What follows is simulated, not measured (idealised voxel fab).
Proc. module: voxel wiring stack
In the cross-section labelled cut, the width is 165 nm and each square cell is 5 nm.
Just so we're on the same page, the cross-sections are grids of square cells, and they're listed out in bands top to bottom, each band one or more rows deep. First you get the band's top height and its bottom height, in nm, and then the materials it's made of, left to right, with each width in nm. If you see a single material with "edge to edge", that one covers the band edge to edge. "air" is empty space. Note: height 0 marks the level under which the wafer is uniformly one material as received. Lowest band unbounded below, written "0 nm and below". The expression "30->40" gives the width at the extremes of the band, the first number at its top row of cells and the second at its bottom row, with the width changing by equal amounts from each row to the next in between. Where a step carries "nothing got changed", the cross-section came out of it unchanged, cell for cell. Empty spaces counting at least 8 cells and having no open way to the top are listed in "Fully sealed voids". The notation width x height at distance is used for each, the distance being from the left edge and all three values in nm. Read whatever lies past the settings on a step's line as the simulator's own remark about the step. overlay nm: right-of-plan distance of the mask on a masked step; negative values mean left-of-plan. Heads up before you read on: it's before/after pairs around one process step each, after side only down to the lowest band that changed, step plus settings under the pair. Pairs can be from different runs of this module, same starting wafer, so only chain a pair onto the one above if its "Preceding state" entry says so.
**Preceding state**
* 0 nm and below  Si edge to edge
* Fully sealed voids: none
**Resulting Structure**
* 15 nm to 0 nm  SiO2 edge to edge
* Heights below 0 show no change.
* Fully sealed voids: none
Between before and after, shown above: CONFORMAL_DEP | material SiO2 | thk nm 15
Preceding state: as shown after the step in the preceding pair, directly above.
**Resulting Structure**
* 20 nm to 15 nm  TiN edge to edge
* Heights below 15 show no change.
* Fully sealed voids: none
Between before and after, shown above: DIRECTIONAL_DEP | material TiN | thk nm 5
Preceding state: as shown after the step in the preceding pair, directly above.
**Resulting Structure**
* 35 nm to 20 nm  W edge to edge
* Heights below 20 show no change.
* Fully sealed voids: none
Between before and after, shown above: DIRECTIONAL_DEP | material W | thk nm 15
Preceding state: as shown after the step in the preceding pair, directly above.
**Resulting Structure**
* 50 nm to 35 nm  air: 40 / resist: 30 / air: 20 / resist: 30 / air: 45
* Heights below 35 show no change.
* Fully sealed voids: none
Between before and after, shown above: PATTERN | tone cover | mask id METAL_1 | material resist | width nm 30 | pitch nm 50 | thk nm 15 | overlay nm 0
Preceding state: as shown after the step in the preceding pair, directly above.
**Resulting Structure**
* 50 nm to 35 nm  air: 40 / resist: 30 / air: 20 / resist: 30 / air: 45
* 35 nm to 20 nm  air: 40 / W: 30 / air: 20 / W: 30 / air: 45
* Heights below 20 show no change.
* Fully sealed voids: none
Between before and after, shown above: DIRECTIONAL_ETCH | etch materials W | depth nm 15
Preceding state: as shown after the step in the preceding pair, directly above.
**Resulting Structure**
* 50 nm to 35 nm  air: 40 / resist: 30 / air: 20 / resist: 30 / air: 45
* 35 nm to 20 nm  air: 40 / W: 30 / air: 20 / W: 30 / air: 45
* 20 nm to 15 nm  air: 40 / TiN: 30 / air: 20 / TiN: 30 / air: 45
* Heights below 15 show no change.
* Fully sealed voids: none
Between before and after, shown above: DIRECTIONAL_ETCH | etch materials TiN | depth nm 5
Preceding state: as shown after the step in the preceding pair, directly above.
**Resulting Structure**
* 35 nm to 20 nm  air: 40 / W: 30 / air: 20 / W: 30 / air: 45
* Heights below 20 show no change.
* Fully sealed voids: none
Between before and after, shown above: STRIP | etch materials resist
Preceding state: as shown after the step in the preceding pair, directly above.
**Resulting Structure**
* 40 nm to 35 nm  lowk edge to edge
* 35 nm to 20 nm  lowk: 40 / W: 30 / lowk: 20 / W: 30 / lowk: 45
* 20 nm to 15 nm  lowk: 40 / TiN: 30 / lowk: 20 / TiN: 30 / lowk: 45
* Heights below 15 show no change.
* Fully sealed voids: none
Between before and after, shown above: FILL_DEP | material lowk | thk nm 5
Preceding state: as shown after the step in the preceding pair, directly above.
**Resulting Structure**
* 35 nm to 20 nm  lowk: 40 / W: 30 / lowk: 20 / W: 30 / lowk: 45
* Heights below 20 show no change.
* Fully sealed voids: none
Between before and after, shown above: CMP | height nm 35
Preceding state: as shown after the step in the preceding pair, directly above.
**Resulting Structure**
* 40 nm to 35 nm  SiCN edge to edge
* Heights below 35 show no change.
* Fully sealed voids: none
Between before and after, shown above: CONFORMAL_DEP | material SiCN | thk nm 5
Preceding state: as shown after the step in the preceding pair, directly above.
**Resulting Structure**
* 65 nm to 40 nm  SiO2 edge to edge
* Heights below 40 show no change.
* Fully sealed voids: none
Between before and after, shown above: DIRECTIONAL_DEP | material SiO2 | thk nm 25
Preceding state: as shown after the step in the preceding pair, directly above.
**Resulting Structure**
* 65 nm to 40 nm  SiO2: 40 / air: 15 / SiO2: 35 / air: 15 / SiO2: 60
* Heights below 40 show no change.
* Fully sealed voids: none
Between before and after, shown above: MASKED_ETCH | tone open | mask id METAL_2_HOLES | width nm 15 | pitch nm 50 | etch materials SiO2 | depth nm 25 | overlay nm 0
Preceding state: as shown after the step in the preceding pair, directly above.
**Resulting Structure**
* 80 nm to 65 nm  resist: 40 / air: 30 / resist: 20 / air: 30 / resist: 45
* Heights below 65 show no change.
* Fully sealed voids: none
Between before and after, shown above: PATTERN | tone open | mask id METAL_2 | material resist | width nm 30 | pitch nm 50 | thk nm 15 | overlay nm 0
Preceding state: as shown after the step in the preceding pair, directly above.
**Resulting Structure**
* 80 nm to 65 nm  resist: 40 / air: 30 / resist: 20 / air: 30 / resist: 45
* 65 nm to 50 nm  SiO2: 40 / air: 30 / SiO2: 20 / air: 30 / SiO2: 45
* Heights below 50 show no change.
* Fully sealed voids: none
Between before and after, shown above: DIRECTIONAL_ETCH | etch materials SiO2 | depth nm 15
Preceding state: as shown after the step in the preceding pair, directly above.
**Resulting Structure**
* 80 nm to 65 nm  resist: 40 / air: 30 / resist: 20 / air: 30 / resist: 45
* 65 nm to 50 nm  SiO2: 40 / air: 30 / SiO2: 20 / air: 30 / SiO2: 45
* 50 nm to 40 nm  SiO2: 40 / air: 15 / SiO2: 35 / air: 15 / SiO2: 60
* 40 nm to 35 nm  SiCN: 40 / air: 15 / SiCN: 35 / air: 15 / SiCN: 60
* Heights below 35 show no change.
* Fully sealed voids: none
Between before and after, shown above: DIRECTIONAL_ETCH | etch materials SiCN | depth nm 5
Preceding state: as shown after the step in the preceding pair, directly above.
**Resulting Structure**
* 65 nm to 50 nm  SiO2: 40 / air: 30 / SiO2: 20 / air: 30 / SiO2: 45
* Heights below 50 show no change.
* Fully sealed voids: none
Between before and after, shown above: STRIP | etch materials resist
Preceding state: as shown after the step in the preceding pair, directly above.
**Resulting Structure**
* 70 nm to 65 nm  TiN: 45 / air: 20 / TiN: 30 / air: 20 / TiN: 50
* 65 nm to 55 nm  SiO2: 40 / TiN: 5 / air: 20 / TiN: 5 / SiO2: 20 / TiN: 5 / air: 20 / TiN: 5 / SiO2: 45
* 55 nm to 50 nm  SiO2: 40 / TiN: 5 / air: 5 / TiN: 20 / SiO2: 20 / TiN: 5 / air: 5 / TiN: 20 / SiO2: 45
* 50 nm to 40 nm  SiO2: 40 / TiN: 5 / air: 5 / TiN: 5 / SiO2: 35 / TiN: 5 / air: 5 / TiN: 5 / SiO2: 60
* 40 nm to 35 nm  SiCN: 40 / TiN: 15 / SiCN: 35 / TiN: 15 / SiCN: 60
* Heights below 35 show no change.
* Fully sealed voids: none
Between before and after, shown above: CONFORMAL_DEP | material TiN | thk nm 5
Preceding state: as shown after the step in the preceding pair, directly above.
**Resulting Structure**
* 75 nm to 70 nm  Cu edge to edge
* 70 nm to 65 nm  TiN: 45 / Cu: 20 / TiN: 30 / Cu: 20 / TiN: 50
* 65 nm to 55 nm  SiO2: 40 / TiN: 5 / Cu: 20 / TiN: 5 / SiO2: 20 / TiN: 5 / Cu: 20 / TiN: 5 / SiO2: 45
* 55 nm to 50 nm  SiO2: 40 / TiN: 5 / Cu: 5 / TiN: 20 / SiO2: 20 / TiN: 5 / Cu: 5 / TiN: 20 / SiO2: 45
* 50 nm to 40 nm  SiO2: 40 / TiN: 5 / Cu: 5 / TiN: 5 / SiO2: 35 / TiN: 5 / Cu: 5 / TiN: 5 / SiO2: 60
* Heights below 40 show no change.
* Fully sealed voids: none
Between before and after, shown above: FILL_DEP | material Cu | thk nm 5
Preceding state: as shown after the step in the preceding pair, directly above.
**Resulting Structure**
* 65 nm to 55 nm  SiO2: 40 / TiN: 5 / Cu: 20 / TiN: 5 / SiO2: 20 / TiN: 5 / Cu: 20 / TiN: 5 / SiO2: 45
* Heights below 55 show no change.
* Fully sealed voids: none
Between before and after, shown above: CMP | height nm 65
Preceding state: as shown after the step in the preceding pair, directly above.
**Resulting Structure**
* 70 nm to 65 nm  SiCN edge to edge
* Heights below 65 show no change.
* Fully sealed voids: none
Between before and after, shown above: CONFORMAL_DEP | material SiCN | thk nm 5
Preceding state: as shown after the step in the preceding pair, directly above.
**Resulting Structure**
* 90 nm to 70 nm  lowk edge to edge
* Heights below 70 show no change.
* Fully sealed voids: none
Between before and after, shown above: DIRECTIONAL_DEP | material lowk | thk nm 20
Preceding state: as shown after the step in the preceding pair, directly above.
**Resulting Structure**
* 105 nm to 90 nm  resist: 40 / air: 15 / resist: 35 / air: 15 / resist: 60
* Heights below 90 show no change.
* Fully sealed voids: none
Between before and after, shown above: PATTERN | tone open | mask id PLUG_2 | material resist | width nm 15 | pitch nm 50 | thk nm 15 | overlay nm 0
Preceding state: as shown after the step in the preceding pair, directly above.
**Resulting Structure**
* 105 nm to 90 nm  resist: 40 / air: 15 / resist: 35 / air: 15 / resist: 60
* 90 nm to 70 nm  lowk: 40 / air: 15 / lowk: 35 / air: 15 / lowk: 60
* Heights below 70 show no change.
* Fully sealed voids: none
Between before and after, shown above: DIRECTIONAL_ETCH | etch materials lowk | depth nm 20
Preceding state: as shown after the step in the preceding pair, directly above.
**Resulting Structure**
* 105 nm to 90 nm  resist: 40 / air: 15 / resist: 35 / air: 15 / resist: 60
* 90 nm to 70 nm  lowk: 40 / air: 15 / lowk: 35 / air: 15 / lowk: 60
* 70 nm to 65 nm  SiCN: 40 / air: 15 / SiCN: 35 / air: 15 / SiCN: 60
* Heights below 65 show no change.
* Fully sealed voids: none
Between before and after, shown above: DIRECTIONAL_ETCH | etch materials SiCN | depth nm 5
Preceding state: as shown after the step in the preceding pair, directly above.
**Resulting Structure**
* 90 nm to 70 nm  lowk: 40 / air: 15 / lowk: 35 / air: 15 / lowk: 60
* Heights below 70 show no change.
* Fully sealed voids: none
Between before and after, shown above: STRIP | etch materials resist
Preceding state: as shown after the step in the preceding pair, directly above.
**Resulting Structure**
* 90 nm to 75 nm  lowk: 40 / air: 15 / lowk: 35 / air: 15 / lowk: 60
* 75 nm to 70 nm  lowk: 40 / Ru: 15 / lowk: 35 / Ru: 15 / lowk: 60
* 70 nm to 65 nm  SiCN: 40 / Ru: 15 / SiCN: 35 / Ru: 15 / SiCN: 60
* Heights below 65 show no change.
* Fully sealed voids: none
Between before and after, shown above: EPI | material Ru | thk nm 10
Preceding state: as shown after the step in the preceding pair, directly above.
**Resulting Structure**
* 90 nm to 85 nm  lowk: 40 / air: 15 / lowk: 35 / air: 15 / lowk: 60
* 85 nm to 70 nm  lowk: 40 / Ru: 15 / lowk: 35 / Ru: 15 / lowk: 60
* Heights below 70 show no change.
* Fully sealed voids: none
Between before and after, shown above: EPI | material Ru | thk nm 10
Preceding state: as shown after the step in the preceding pair, directly above.
**Resulting Structure**
* 90 nm to 70 nm  lowk: 40 / Ru: 15 / lowk: 35 / Ru: 15 / lowk: 60
* Heights below 70 show no change.
* Fully sealed voids: none
Between before and after, shown above: EPI | material Ru | thk nm 5
Preceding state: as shown after the step in the preceding pair, directly above.
**Resulting Structure**
* 95 nm to 90 nm  TiN edge to edge
* Heights below 90 show no change.
* Fully sealed voids: none
Between before and after, shown above: DIRECTIONAL_DEP | material TiN | thk nm 5
Preceding state: as shown after the step in the preceding pair, directly above.
**Resulting Structure**
* 115 nm to 95 nm  Ru edge to edge
* Heights below 95 show no change.
* Fully sealed voids: none
Between before and after, shown above: DIRECTIONAL_DEP | material Ru | thk nm 20
Preceding state: as shown after the step in the preceding pair, directly above.
**Resulting Structure**
* 115 nm to 95 nm  air: 40 / Ru: 30 / air: 20 / Ru: 30 / air: 45
* Heights below 95 show no change.
* Fully sealed voids: none
Between before and after, shown above: MASKED_ETCH | tone cover | mask id METAL_3 | width nm 30 | pitch nm 50 | etch materials Ru | depth nm 20 | overlay nm 0
Preceding state: as shown after the step in the preceding pair, directly above.
**Resulting Structure**
* 115 nm to 95 nm  air: 40 / Ru: 30 / air: 20 / Ru: 30 / air: 45
* 95 nm to 90 nm  air: 40 / TiN: 30 / air: 20 / TiN: 30 / air: 45
* Heights below 90 show no change.
* Fully sealed voids: none
Between before and after, shown above: MASKED_ETCH | tone cover | mask id METAL_3 | width nm 30 | pitch nm 50 | etch materials TiN | depth nm 5 | overlay nm 0
Preceding state: as shown after the step in the preceding pair, directly above.
**Resulting Structure**
* 120 nm to 115 nm  SiO2 edge to edge
* 115 nm to 95 nm  SiO2: 40 / Ru: 30 / SiO2: 20 / Ru: 30 / SiO2: 45
* 95 nm to 90 nm  SiO2: 40 / TiN: 30 / SiO2: 20 / TiN: 30 / SiO2: 45
* Heights below 90 show no change.
* Fully sealed voids: none
Between before and after, shown above: FILL_DEP | material SiO2 | thk nm 5
Preceding state: as shown after the step in the preceding pair, directly above.
**Resulting Structure**
* 115 nm to 95 nm  SiO2: 40 / Ru: 30 / SiO2: 20 / Ru: 30 / SiO2: 45
* Heights below 95 show no change.
* Fully sealed voids: none
Between before and after, shown above: CMP | height nm 115
Preceding state: as shown after the step in the preceding pair, directly above.
**Resulting Structure**
* 120 nm to 115 nm  SiCN edge to edge
* Heights below 115 show no change.
* Fully sealed voids: none
Between before and after, shown above: CONFORMAL_DEP | material SiCN | thk nm 5
**Preceding state**
* 90 nm to 75 nm  lowk: 40 / air: 15 / lowk: 35 / air: 15 / lowk: 60
* 75 nm to 70 nm  lowk: 40 / Ru: 15 / lowk: 35 / Ru: 15 / lowk: 60
* 70 nm to 65 nm  SiCN: 40 / Ru: 15 / SiCN: 35 / Ru: 15 / SiCN: 60
* 65 nm to 55 nm  SiO2: 40 / TiN: 5 / Cu: 20 / TiN: 5 / SiO2: 20 / TiN: 5 / Cu: 20 / TiN: 5 / SiO2: 45
* 55 nm to 50 nm  SiO2: 40 / TiN: 5 / Cu: 5 / TiN: 20 / SiO2: 20 / TiN: 5 / Cu: 5 / TiN: 20 / SiO2: 45
* 50 nm to 40 nm  SiO2: 40 / TiN: 5 / Cu: 5 / TiN: 5 / SiO2: 35 / TiN: 5 / Cu: 5 / TiN: 5 / SiO2: 60
* 40 nm to 35 nm  SiCN: 40 / TiN: 15 / SiCN: 35 / TiN: 15 / SiCN: 60
* 35 nm to 20 nm  lowk: 40 / W: 30 / lowk: 20 / W: 30 / lowk: 45
* 20 nm to 15 nm  lowk: 40 / TiN: 30 / lowk: 20 / TiN: 30 / lowk: 45
* 15 nm to 0 nm  SiO2 edge to edge
* 0 nm and below  Si edge to edge
* Fully sealed voids: none
**Resulting Structure**
* 90 nm to 80 nm  lowk: 40 / air: 15 / lowk: 35 / air: 15 / lowk: 60
* 80 nm to 70 nm  lowk: 40 / Ru: 15 / lowk: 35 / Ru: 15 / lowk: 60
* Heights below 70 show no change.
* Fully sealed voids: none
Between before and after, shown above: EPI | material Ru | thk nm 5
Preceding state: as shown after the step in the preceding pair, directly above.
**Resulting Structure**
* 95 nm to 90 nm  TiN: 40 / air: 15 / TiN: 35 / air: 15 / TiN: 60
* 90 nm to 85 nm  lowk: 40 / air: 15 / lowk: 35 / air: 15 / lowk: 60
* 85 nm to 80 nm  lowk: 40 / TiN: 15 / lowk: 35 / TiN: 15 / lowk: 60
* Heights below 80 show no change.
* Fully sealed voids: none
Between before and after, shown above: DIRECTIONAL_DEP | material TiN | thk nm 5
Preceding state: as shown after the step in the preceding pair, directly above.
**Resulting Structure**
* 115 nm to 105 nm  Ru: 40 / air: 15 / Ru: 35 / air: 15 / Ru: 60
* 105 nm to 95 nm  Ru edge to edge
* 95 nm to 90 nm  TiN: 40 / Ru: 15 / TiN: 35 / Ru: 15 / TiN: 60
* 90 nm to 85 nm  lowk: 40 / Ru: 15 / lowk: 35 / Ru: 15 / lowk: 60
* Heights below 85 show no change.
* Fully sealed voids: none
Between before and after, shown above: DIRECTIONAL_DEP | material Ru | thk nm 20
Preceding state: as shown after the step in the preceding pair, directly above.
**Resulting Structure**
* 115 nm to 105 nm  air: 55 / Ru: 15 / air: 35 / Ru: 15 / air: 45
* 105 nm to 95 nm  air: 40 / Ru: 30 / air: 20 / Ru: 30 / air: 45
* Heights below 95 show no change.
* Fully sealed voids: none
Between before and after, shown above: MASKED_ETCH | tone cover | mask id METAL_3 | width nm 30 | pitch nm 50 | etch materials Ru | depth nm 20 | overlay nm 0
Preceding state: as shown after the step in the preceding pair, directly above.
**Resulting Structure**
* 115 nm to 105 nm  air: 55 / Ru: 15 / air: 35 / Ru: 15 / air: 45
* 105 nm to 95 nm  air: 40 / Ru: 30 / air: 20 / Ru: 30 / air: 45
* 95 nm to 90 nm  air: 40 / Ru: 15 / TiN: 15 / air: 20 / Ru: 15 / TiN: 15 / air: 45
* Heights below 90 show no change.
* Fully sealed voids: none
Between before and after, shown above: MASKED_ETCH | tone cover | mask id METAL_3 | width nm 30 | pitch nm 50 | etch materials TiN | depth nm 5 | overlay nm 0
Preceding state: as shown after the step in the preceding pair, directly above.
**Resulting Structure**
* 120 nm to 115 nm  SiO2 edge to edge
* 115 nm to 105 nm  SiO2: 55 / Ru: 15 / SiO2: 35 / Ru: 15 / SiO2: 45
* 105 nm to 95 nm  SiO2: 40 / Ru: 30 / SiO2: 20 / Ru: 30 / SiO2: 45
* 95 nm to 90 nm  SiO2: 40 / Ru: 15 / TiN: 15 / SiO2: 20 / Ru: 15 / TiN: 15 / SiO2: 45
* Heights below 90 show no change.
* Fully sealed voids: none
Between before and after, shown above: FILL_DEP | material SiO2 | thk nm 5
Preceding state: as shown after the step in the preceding pair, directly above.
**Resulting Structure**
* 115 nm to 105 nm  SiO2: 55 / Ru: 15 / SiO2: 35 / Ru: 15 / SiO2: 45
* Heights below 105 show no change.
* Fully sealed voids: none
Between before and after, shown above: CMP | height nm 115
Preceding state: as shown after the step in the preceding pair, directly above.
**Resulting Structure**
* 120 nm to 115 nm  SiCN edge to edge
* Heights below 115 show no change.
* Fully sealed voids: none
Between before and after, shown above: CONFORMAL_DEP | material SiCN | thk nm 5
**Preceding state**
* 90 nm to 85 nm  lowk: 40 / air: 15 / lowk: 35 / air: 15 / lowk: 60
* 85 nm to 70 nm  lowk: 40 / Ru: 15 / lowk: 35 / Ru: 15 / lowk: 60
* 70 nm to 65 nm  SiCN: 40 / Ru: 15 / SiCN: 35 / Ru: 15 / SiCN: 60
* 65 nm to 55 nm  SiO2: 40 / TiN: 5 / Cu: 20 / TiN: 5 / SiO2: 20 / TiN: 5 / Cu: 20 / TiN: 5 / SiO2: 45
* 55 nm to 50 nm  SiO2: 40 / TiN: 5 / Cu: 5 / TiN: 20 / SiO2: 20 / TiN: 5 / Cu: 5 / TiN: 20 / SiO2: 45
* 50 nm to 40 nm  SiO2: 40 / TiN: 5 / Cu: 5 / TiN: 5 / SiO2: 35 / TiN: 5 / Cu: 5 / TiN: 5 / SiO2: 60
* 40 nm to 35 nm  SiCN: 40 / TiN: 15 / SiCN: 35 / TiN: 15 / SiCN: 60
* 35 nm to 20 nm  lowk: 40 / W: 30 / lowk: 20 / W: 30 / lowk: 45
* 20 nm to 15 nm  lowk: 40 / TiN: 30 / lowk: 20 / TiN: 30 / lowk: 45
* 15 nm to 0 nm  SiO2 edge to edge
* 0 nm and below  Si edge to edge
* Fully sealed voids: none
**Resulting Structure**
* 95 nm to 90 nm  air: 35 / Ru: 25 / air: 25 / Ru: 25 / air: 55
* 90 nm to 70 nm  lowk: 40 / Ru: 15 / lowk: 35 / Ru: 15 / lowk: 60
* Heights below 70 show no change.
* Fully sealed voids: none
Between before and after, shown above: EPI | material Ru | thk nm 10
Preceding state: as shown after the step in the preceding pair, directly above.
**Resulting Structure**
* 100 nm to 90 nm  air: 30 / Ru: 35 / air: 15 / Ru: 35 / air: 50
* Heights below 90 show no change.
* Fully sealed voids: none
Between before and after, shown above: EPI | material Ru | thk nm 5
Preceding state: as shown after the step in the preceding pair, directly above.
**Resulting Structure**
* 105 nm to 100 nm  air: 30 / TiN: 35 / air: 15 / TiN: 35 / air: 50
* 100 nm to 95 nm  air: 30 / Ru: 35 / air: 15 / Ru: 35 / air: 50
* 95 nm to 90 nm  TiN: 30 / Ru: 35 / TiN: 15 / Ru: 35 / TiN: 50
* Heights below 90 show no change.
* Fully sealed voids: none
Between before and after, shown above: DIRECTIONAL_DEP | material TiN | thk nm 5
Preceding state: as shown after the step in the preceding pair, directly above.
**Resulting Structure**
* 125 nm to 115 nm  air: 30 / Ru: 35 / air: 15 / Ru: 35 / air: 50
* 115 nm to 105 nm  Ru edge to edge
* 105 nm to 100 nm  Ru: 30 / TiN: 35 / Ru: 15 / TiN: 35 / Ru: 50
* 100 nm to 95 nm  Ru edge to edge
* Heights below 95 show no change.
* Fully sealed voids: none
Between before and after, shown above: DIRECTIONAL_DEP | material Ru | thk nm 20
Preceding state: as shown after the step in the preceding pair, directly above.
**Resulting Structure**
* 125 nm to 115 nm  air: 40 / Ru: 25 / air: 25 / Ru: 25 / air: 50
* 115 nm to 105 nm  air: 40 / Ru: 30 / air: 20 / Ru: 30 / air: 45
* 105 nm to 100 nm  air: 30 / TiN: 35 / Ru: 5 / air: 10 / TiN: 35 / Ru: 5 / air: 45
* 100 nm to 95 nm  air: 30 / Ru: 40 / air: 10 / Ru: 40 / air: 45
* Heights below 95 show no change.
* Fully sealed voids: none
Between before and after, shown above: MASKED_ETCH | tone cover | mask id METAL_3 | width nm 30 | pitch nm 50 | etch materials Ru | depth nm 20 | overlay nm 0
Preceding state: as shown after the step in the preceding pair, directly above.
**Resulting Structure**
* 125 nm to 115 nm  air: 40 / Ru: 25 / air: 25 / Ru: 25 / air: 50
* 115 nm to 105 nm  air: 40 / Ru: 30 / air: 20 / Ru: 30 / air: 45
* 105 nm to 100 nm  air: 40 / TiN: 25 / Ru: 5 / air: 20 / TiN: 25 / Ru: 5 / air: 45
* 100 nm to 95 nm  air: 30 / Ru: 40 / air: 10 / Ru: 40 / air: 45
* 95 nm to 90 nm  air: 30 / Ru: 35 / TiN: 5 / air: 10 / Ru: 35 / TiN: 5 / air: 45
* Heights below 90 show no change.
* Fully sealed voids: none
Between before and after, shown above: MASKED_ETCH | tone cover | mask id METAL_3 | width nm 30 | pitch nm 50 | etch materials TiN | depth nm 5 | overlay nm 0
Preceding state: as shown after the step in the preceding pair, directly above.
**Resulting Structure**
* 130 nm to 125 nm  SiO2 edge to edge
* 125 nm to 115 nm  SiO2: 40 / Ru: 25 / SiO2: 25 / Ru: 25 / SiO2: 50
* 115 nm to 105 nm  SiO2: 40 / Ru: 30 / SiO2: 20 / Ru: 30 / SiO2: 45
* 105 nm to 100 nm  SiO2: 40 / TiN: 25 / Ru: 5 / SiO2: 20 / TiN: 25 / Ru: 5 / SiO2: 45
* 100 nm to 95 nm  SiO2: 30 / Ru: 40 / SiO2: 10 / Ru: 40 / SiO2: 45
* 95 nm to 90 nm  SiO2: 30 / Ru: 35 / TiN: 5 / SiO2: 10 / Ru: 35 / TiN: 5 / SiO2: 45
* Heights below 90 show no change.
* Fully sealed voids: none
Between before and after, shown above: FILL_DEP | material SiO2 | thk nm 5
Preceding state: as shown after the step in the preceding pair, directly above.
**Resulting Structure**
* 115 nm to 105 nm  SiO2: 40 / Ru: 30 / SiO2: 20 / Ru: 30 / SiO2: 45
* Heights below 105 show no change.
* Fully sealed voids: none
Between before and after, shown above: CMP | height nm 115
Preceding state: as shown after the step in the preceding pair, directly above.
**Resulting Structure**
* 120 nm to 115 nm  SiCN edge to edge
* Heights below 115 show no change.
* Fully sealed voids: none
Between before and after, shown above: CONFORMAL_DEP | material SiCN | thk nm 5
**Preceding state**
* 90 nm to 85 nm  lowk: 40 / air: 15 / lowk: 35 / air: 15 / lowk: 60
* 85 nm to 70 nm  lowk: 40 / Ru: 15 / lowk: 35 / Ru: 15 / lowk: 60
* 70 nm to 65 nm  SiCN: 40 / Ru: 15 / SiCN: 35 / Ru: 15 / SiCN: 60
* 65 nm to 55 nm  SiO2: 40 / TiN: 5 / Cu: 20 / TiN: 5 / SiO2: 20 / TiN: 5 / Cu: 20 / TiN: 5 / SiO2: 45
* 55 nm to 50 nm  SiO2: 40 / TiN: 5 / Cu: 5 / TiN: 20 / SiO2: 20 / TiN: 5 / Cu: 5 / TiN: 20 / SiO2: 45
* 50 nm to 40 nm  SiO2: 40 / TiN: 5 / Cu: 5 / TiN: 5 / SiO2: 35 / TiN: 5 / Cu: 5 / TiN: 5 / SiO2: 60
* 40 nm to 35 nm  SiCN: 40 / TiN: 15 / SiCN: 35 / TiN: 15 / SiCN: 60
* 35 nm to 20 nm  lowk: 40 / W: 30 / lowk: 20 / W: 30 / lowk: 45
* 20 nm to 15 nm  lowk: 40 / TiN: 30 / lowk: 20 / TiN: 30 / lowk: 45
* 15 nm to 0 nm  SiO2 edge to edge
* 0 nm and below  Si edge to edge
* Fully sealed voids: none
**Resulting Structure**
* 95 nm to 90 nm  TiN: 40 / air: 15 / TiN: 35 / air: 15 / TiN: 60
* 90 nm to 85 nm  lowk: 40 / TiN: 15 / lowk: 35 / TiN: 15 / lowk: 60
* Heights below 85 show no change.
* Fully sealed voids: none
Between before and after, shown above: DIRECTIONAL_DEP | material TiN | thk nm 5
Preceding state: as shown after the step in the preceding pair, directly above.
**Resulting Structure**
* 100 nm to 95 nm  Ru: 45 / air: 5 / Ru: 45 / air: 5 / Ru: 65
* 95 nm to 90 nm  TiN: 40 / Ru: 15 / TiN: 35 / Ru: 15 / TiN: 60
* Heights below 90 show no change.
* Fully sealed voids: none
Between before and after, shown above: EPI | material Ru | thk nm 5
Preceding state: as shown after the step in the preceding pair, directly above.
**Resulting Structure**
* 120 nm to 115 nm  Ru: 45 / air: 5 / Ru: 45 / air: 5 / Ru: 65
* 115 nm to 95 nm  Ru edge to edge
* Heights below 95 show no change.
* Fully sealed voids: none
Between before and after, shown above: DIRECTIONAL_DEP | material Ru | thk nm 20
Preceding state: as shown after the step in the preceding pair, directly above.
**Resulting Structure**
* 120 nm to 115 nm  air: 40 / Ru: 5 / air: 5 / Ru: 20 / air: 20 / Ru: 5 / air: 5 / Ru: 20 / air: 45
* 115 nm to 100 nm  air: 40 / Ru: 30 / air: 20 / Ru: 30 / air: 45
* Heights below 100 show no change.
* Fully sealed voids: none
Between before and after, shown above: MASKED_ETCH | tone cover | mask id METAL_3 | width nm 30 | pitch nm 50 | etch materials Ru | depth nm 20 | overlay nm 0
Preceding state: as shown after the step in the preceding pair, directly above.
**Resulting Structure**
* 125 nm to 120 nm  SiO2 edge to edge
* 120 nm to 115 nm  SiO2: 40 / Ru: 5 / SiO2: 5 / Ru: 20 / SiO2: 20 / Ru: 5 / SiO2: 5 / Ru: 20 / SiO2: 45
* 115 nm to 100 nm  SiO2: 40 / Ru: 30 / SiO2: 20 / Ru: 30 / SiO2: 45
* Heights below 100 show no change.
* Fully sealed voids: none
Between before and after, shown above: FILL_DEP | material SiO2 | thk nm 5
Preceding state: as shown after the step in the preceding pair, directly above.
**Resulting Structure**
* 115 nm to 100 nm  SiO2: 40 / Ru: 30 / SiO2: 20 / Ru: 30 / SiO2: 45
* Heights below 100 show no change.
* Fully sealed voids: none
Between before and after, shown above: CMP | height nm 115
Preceding state: as shown after the step in the preceding pair, directly above.
**Resulting Structure**
* 120 nm to 115 nm  SiCN edge to edge
* Heights below 115 show no change.
* Fully sealed voids: none
Between before and after, shown above: CONFORMAL_DEP | material SiCN | thk nm 5
**Preceding state**
* 80 nm to 65 nm  resist: 40 / air: 30 / resist: 20 / air: 30 / resist: 45
* 65 nm to 40 nm  SiO2: 40 / air: 15 / SiO2: 35 / air: 15 / SiO2: 60
* 40 nm to 35 nm  SiCN edge to edge
* 35 nm to 20 nm  lowk: 40 / W: 30 / lowk: 20 / W: 30 / lowk: 45
* 20 nm to 15 nm  lowk: 40 / TiN: 30 / lowk: 20 / TiN: 30 / lowk: 45
* 15 nm to 0 nm  SiO2 edge to edge
* 0 nm and below  Si edge to edge
* Fully sealed voids: none
**Resulting Structure**
* 80 nm to 65 nm  resist: 40 / air: 30 / resist: 20 / air: 30 / resist: 45
* 65 nm to 45 nm  SiO2: 40 / air: 30 / SiO2: 20 / air: 30 / SiO2: 45
* Heights below 45 show no change.
* Fully sealed voids: none
Between before and after, shown above: DIRECTIONAL_ETCH | etch materials SiO2 | depth nm 20
Preceding state: as shown after the step in the preceding pair, directly above.
**Resulting Structure**
* 80 nm to 65 nm  resist: 40 / air: 30 / resist: 20 / air: 30 / resist: 45
* 65 nm to 45 nm  SiO2: 40 / air: 30 / SiO2: 20 / air: 30 / SiO2: 45
* 45 nm to 40 nm  SiO2: 40 / air: 15 / SiO2: 35 / air: 15 / SiO2: 60
* 40 nm to 35 nm  SiCN: 40 / air: 15 / SiCN: 35 / air: 15 / SiCN: 60
* Heights below 35 show no change.
* Fully sealed voids: none
Between before and after, shown above: DIRECTIONAL_ETCH | etch materials SiCN | depth nm 5
Preceding state: as shown after the step in the preceding pair, directly above.
**Resulting Structure**
* 65 nm to 45 nm  SiO2: 40 / air: 30 / SiO2: 20 / air: 30 / SiO2: 45
* Heights below 45 show no change.
* Fully sealed voids: none
Between before and after, shown above: STRIP | etch materials resist
Preceding state: as shown after the step in the preceding pair, directly above.
**Resulting Structure**
* 70 nm to 65 nm  TiN: 45 / air: 20 / TiN: 30 / air: 20 / TiN: 50
* 65 nm to 50 nm  SiO2: 40 / TiN: 5 / air: 20 / TiN: 5 / SiO2: 20 / TiN: 5 / air: 20 / TiN: 5 / SiO2: 45
* 50 nm to 40 nm  SiO2: 40 / TiN: 5 / air: 5 / TiN: 20->5 / SiO2: 20->35 / TiN: 5 / air: 5 / TiN: 20->5 / SiO2: 45->60
* 40 nm to 35 nm  SiCN: 40 / TiN: 15 / SiCN: 35 / TiN: 15 / SiCN: 60
* Heights below 35 show no change.
* Fully sealed voids: none
Between before and after, shown above: CONFORMAL_DEP | material TiN | thk nm 5
